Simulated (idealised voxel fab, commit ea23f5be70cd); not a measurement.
Presented below is a process module, voxel released beams.
In the cross-section labelled cut, the width is 230 nm and each square cell is 5 nm.
For the purposes of this document, a cross-section shall be understood as a grid of square cells, specified as bands listed in top-to-bottom order, each band consisting of one or more rows of cells.
Basically the band line says how high the top is and how high the bottom is, in nm, and then what's in it from left to right, every material with its width in nm. Empty space shows up as "empty", and if a single material carries "everywhere" it runs the full band edge to edge.
All heights in this document are referenced to 0, defined as the level beneath which the wafer, as received, consists entirely of one material. The lowest band is not bounded below; it extends indefinitely downward and is written in the form "z 0 and below".
A width given as "30->40" starts at the first number in the band's top row and ends at the second number in its bottom row, shifting by an equal amount at every step from row to row.
"no change occurred" means the step left every cell of the cross-section as it was.
"Closed void table" means: voids of 8 cells or more that are shut off from the top with no open way through. Written width x height at distance, distance from the left edge, in nm.
On a step's line, text after the settings is the simulator commenting on that step.
"overlay nm", when on a step's line for a step with a mask, measures how far to the right of its planned place the mask lay; a negative measure means to the left.

-- Steps in the process plan
| 1 | RECEIVE: material Si |
| 2 | CONFORMAL_DEP: material SiN, thk nm 10 |
| 3 | DIRECTIONAL_DEP: material SiO2, thk nm 10 |
| 4 | PATTERN: tone open, mask id ANCHOR, material resist, width nm 40, thk nm 15, overlay nm 0 |
| 5 | DIRECTIONAL_ETCH: etch materials SiO2, depth nm 10 |
| 6 | STRIP: etch materials resist |
| 7 | CONFORMAL_DEP: material polySi, thk nm 15 |
| 8 | MASKED_ETCH: tone cover, mask id BEAM, width nm 100, etch materials polySi, depth nm 15, overlay nm 0 |
| 9 | STRIP: etch materials SiO2 |

-- Cross-sectional view of the wafer in its as-received condition, corresponding to the state after step 1
  z 0 and below | Si everywhere
  Closed void table: none

-- First wafer of two, sectioned at end of module; run went per plan
  z 35 to 25 | empty 60 nm / polySi 20 nm / empty 10 nm / polySi 70 nm / empty 70 nm
  z 25 to 20 | empty 60 nm / polySi 100 nm / empty 70 nm
  z 20 to 10 | empty 65 nm / polySi 40 nm / empty 125 nm
  z 10 to 0 | SiN everywhere
  z 0 and below | Si everywhere
  Closed void table: none

-- The second wafer, shown in cross-section after the module: started the same way as the first and given the same plan, yet one mistake crept into how it was run
  z 50 to 35 | empty 60 nm / polySi 100 nm / empty 70 nm
  z 35 to 20 | polySi everywhere
  z 20 to 10 | SiO2 65 nm / polySi 40 nm / SiO2 125 nm
  z 10 to 0 | SiN everywhere
  z 0 and below | Si everywhere
  Closed void table: none
In executing the process, a mistake was made relative to the plan: step 7 of the plan was carried out twice
Final difference in cells, second wafer against first, listed per material as more or fewer: +76 SiO2 | +142 polySi
